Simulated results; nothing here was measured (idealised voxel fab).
process module | voxel wiring stack
cross-section cut | 170 nm wide | cells 5 nm
A cross-section is a grid of square cells, given in bands from the top down. A band is one or more rows of cells.
Each band's line starts with the height of the band's top and of its bottom, in nm. Then come its materials from left to right, each with its width in nm. One material with "throughout" fills the band from edge to edge. "air" is empty space.
Height 0 is the level under which the wafer as received is all one material. The lowest band goes on downwards, as in "0 down".
A width such as "30 to 40" changes by the same amount from each row of cells to the next, from the band's top row to its bottom row.
"no change" after a step means that no cell of the cross-section changed.
closed voids: empty space of 8 cells or more with no open way to the top, each as width x height at its distance from the left edge, in nm
after a step's settings: what the simulator itself notes on the step
overlay nm, on a step with a mask: how far to the right of its planned place the mask lay; to the left if negative
plan
1 op RECEIVE | material Si
2 op CONFORMAL_DEP | material SiO2 | thk nm 15
3 op DIRECTIONAL_DEP | material TiN | thk nm 5
4 op DIRECTIONAL_DEP | material W | thk nm 20
5 op PATTERN | tone cover | mask id METAL_1 | material resist | width nm 20 | pitch nm 45 | thk nm 20 | overlay nm 0
6 op DIRECTIONAL_ETCH | etch materials W | depth nm 20
7 op DIRECTIONAL_ETCH | etch materials TiN | depth nm 5
8 op STRIP | etch materials resist
9 op CONFORMAL_DEP | material SiCN | thk nm 5
10 op FILL_DEP | material lowk | thk nm 10
11 op CMP | height nm 40
12 op CONFORMAL_DEP | material SiCN | thk nm 5
13 op DIRECTIONAL_DEP | material lowk | thk nm 10
14 op DIRECTIONAL_DEP | material aC | thk nm 10
15 op PATTERN | tone open | mask id PLUG_1 | material resist | width nm 15 | pitch nm 45 | thk nm 30 | overlay nm 0
16 op DIRECTIONAL_ETCH | etch materials aC | depth nm 10
17 op STRIP | etch materials resist
18 op DIRECTIONAL_ETCH | etch materials lowk | depth nm 10
19 op DIRECTIONAL_ETCH | etch materials SiCN | depth nm 5
20 op STRIP | etch materials aC
21 op EPI | material Ru | thk nm 10
22 op EPI | material Ru | thk nm 5
23 op CONFORMAL_DEP | material SiCN | thk nm 5
24 op DIRECTIONAL_DEP | material SiO2 | thk nm 25
25 op DIRECTIONAL_DEP | material aC | thk nm 15
26 op PATTERN | tone open | mask id METAL_2 | material resist | width nm 20 | pitch nm 45 | thk nm 30 | overlay nm 0
27 op DIRECTIONAL_ETCH | etch materials aC | depth nm 15
28 op STRIP | etch materials resist
29 op DIRECTIONAL_ETCH | etch materials SiO2 | depth nm 25
30 op DIRECTIONAL_ETCH | etch materials SiCN | depth nm 5
31 op STRIP | etch materials aC
32 op CONFORMAL_DEP | material TiN | thk nm 5
33 op FILL_DEP | material Cu | thk nm 10
34 op CMP | height nm 85
35 op CONFORMAL_DEP | material SiCN | thk nm 5
36 op DIRECTIONAL_DEP | material SiO2 | thk nm 30
37 op MASKED_ETCH | tone open | mask id METAL_3_HOLES | width nm 15 | pitch nm 45 | etch materials SiO2 | depth nm 30 | overlay nm 0
38 op MASKED_ETCH | tone open | mask id METAL_3 | width nm 20 | pitch nm 45 | etch materials SiO2 | depth nm 20 | overlay nm 0
39 op MASKED_ETCH | tone open | mask id METAL_3 | width nm 20 | pitch nm 45 | etch materials SiCN | depth nm 5 | overlay nm 0
40 op CONFORMAL_DEP | material TiN | thk nm 5
41 op FILL_DEP | material Ru | thk nm 5
42 op CMP | height nm 120
43 op CONFORMAL_DEP | material SiCN | thk nm 5
44 op DIRECTIONAL_DEP | material SiO2 | thk nm 30
45 op MASKED_ETCH | tone open | mask id METAL_4_HOLES | width nm 15 | pitch nm 90 | etch materials SiO2 | depth nm 30 | overlay nm 0
46 op MASKED_ETCH | tone open | mask id METAL_4 | width nm 20 | pitch nm 45 | etch materials SiO2 | depth nm 20 | overlay nm 0
47 op MASKED_ETCH | tone open | mask id METAL_4 | width nm 20 | pitch nm 45 | etch materials SiCN | depth nm 5 | overlay nm 0
48 op CONFORMAL_DEP | material TiN | thk nm 5
49 op FILL_DEP | material Ru | thk nm 5
50 op CMP | height nm 155
51 op CONFORMAL_DEP | material SiN | thk nm 5
as received, after step 1
  0 down: Si throughout
  closed voids: none
first wafer at the end, as planned
  160 to 155: SiN throughout
  155 to 140: SiO2 30 | TiN 5 | Ru 10 | TiN 5 | SiO2 25 | TiN 5 | Ru 10 | TiN 5 | SiO2 25 | TiN 5 | Ru 10 | TiN 5 | SiO2 30
  140 to 135: SiO2 30 | TiN 5 | Ru 5 | TiN 10 | SiO2 25 | TiN 20 | SiO2 25 | TiN 5 | Ru 5 | TiN 10 | SiO2 30
  135 to 125: SiO2 30 | TiN 5 | Ru 5 | TiN 5 | SiO2 75 | TiN 5 | Ru 5 | TiN 5 | SiO2 35
  125 to 120: SiCN 30 | TiN 15 | SiCN 75 | TiN 15 | SiCN 35
  120 to 105: SiO2 30 | TiN 5 | Ru 10 | TiN 5 | SiO2 25 | TiN 5 | Ru 10 | TiN 5 | SiO2 25 | TiN 5 | Ru 10 | TiN 5 | SiO2 30
  105 to 100: SiO2 30 | TiN 5 | Ru 5 | TiN 10 | SiO2 25 | TiN 5 | Ru 5 | TiN 10 | SiO2 25 | TiN 5 | Ru 5 | TiN 10 | SiO2 30
  100 to 90: SiO2 30 | TiN 5 | Ru 5 | TiN 5 | SiO2 30 | TiN 5 | Ru 5 | TiN 5 | SiO2 30 | TiN 5 | Ru 5 | TiN 5 | SiO2 35
  90 to 85: SiCN 30 | TiN 15 | SiCN 30 | TiN 15 | SiCN 30 | TiN 15 | SiCN 35
  85 to 60: SiO2 30 | TiN 5 | Cu 10 | TiN 5 | SiO2 25 | TiN 5 | Cu 10 | TiN 5 | SiO2 25 | TiN 5 | Cu 10 | TiN 5 | SiO2 30
  60 to 55: SiCN 30 | TiN 20 | SiCN 25 | TiN 20 | SiCN 25 | TiN 20 | SiCN 30
  55 to 45: lowk 30 | Ru 15 | lowk 30 | Ru 15 | lowk 30 | Ru 15 | lowk 35
  45 to 40: SiCN 30 | Ru 15 | SiCN 30 | Ru 15 | SiCN 30 | Ru 15 | SiCN 35
  40 to 20: lowk 25 | SiCN 5 | W 20 | SiCN 5 | lowk 15 | SiCN 5 | W 20 | SiCN 5 | lowk 15 | SiCN 5 | W 20 | SiCN 5 | lowk 25
  20 to 15: SiCN 30 | TiN 20 | SiCN 25 | TiN 20 | SiCN 25 | TiN 20 | SiCN 30
  15 to 0: SiO2 throughout
  0 down: Si throughout
  closed voids: none
second wafer at the end: like start, like plan, one mistake
  160 to 155: SiN throughout
  155 to 140: SiO2 30 | TiN 5 | Ru 10 | TiN 5 | SiO2 25 | TiN 5 | Ru 10 | TiN 5 | SiO2 25 | TiN 5 | Ru 10 | TiN 5 | SiO2 30
  140 to 135: SiO2 30 | TiN 5 | Ru 5 | TiN 10 | SiO2 25 | TiN 20 | SiO2 25 | TiN 5 | Ru 5 | TiN 10 | SiO2 30
  135 to 125: SiO2 30 | TiN 5 | Ru 5 | TiN 5 | SiO2 75 | TiN 5 | Ru 5 | TiN 5 | SiO2 35
  125 to 120: SiCN 30 | TiN 15 | SiCN 75 | TiN 15 | SiCN 35
  120 to 105: SiO2 30 | TiN 5 | Ru 10 | TiN 5 | SiO2 25 | TiN 5 | Ru 10 | TiN 5 | SiO2 25 | TiN 5 | Ru 10 | TiN 5 | SiO2 30
  105 to 100: SiO2 30 | TiN 5 | Ru 5 | TiN 10 | SiO2 25 | TiN 5 | Ru 5 | TiN 10 | SiO2 25 | TiN 5 | Ru 5 | TiN 10 | SiO2 30
  100 to 90: SiO2 30 | TiN 5 | Ru 5 | TiN 5 | SiO2 30 | TiN 5 | Ru 5 | TiN 5 | SiO2 30 | TiN 5 | Ru 5 | TiN 5 | SiO2 35
  90 to 85: SiCN 30 | TiN 15 | SiCN 30 | TiN 15 | SiCN 30 | TiN 15 | SiCN 35
  85 to 60: SiO2 30 | TiN 5 | Cu 10 | TiN 5 | SiO2 25 | TiN 5 | Cu 10 | TiN 5 | SiO2 25 | TiN 5 | Cu 10 | TiN 5 | SiO2 30
  60 to 55: SiCN 30 | TiN 20 | SiCN 25 | TiN 20 | SiCN 25 | TiN 20 | SiCN 30
  55 to 45: lowk 25 | Ru 25 | lowk 20 | Ru 25 | lowk 20 | Ru 25 | lowk 30
  45 to 40: SiCN 25 | Ru 25 | SiCN 20 | Ru 25 | SiCN 20 | Ru 25 | SiCN 30
  40 to 20: lowk 25 | SiCN 5 | W 20 | SiCN 5 | lowk 15 | SiCN 5 | W 20 | SiCN 5 | lowk 15 | SiCN 5 | W 20 | SiCN 5 | lowk 25
  20 to 15: SiCN 30 | TiN 20 | SiCN 25 | TiN 20 | SiCN 25 | TiN 20 | SiCN 30
  15 to 0: SiO2 throughout
  0 down: Si throughout
  closed voids: none
what went wrong: step 15 ran as: op PATTERN | tone open | mask id PLUG_1 | material resist | width nm 25 | pitch nm 45 | thk nm 30 | overlay nm 0
at the end the second wafer has, in cells: 18 more of Ru | 6 fewer of SiCN | 12 fewer of lowk
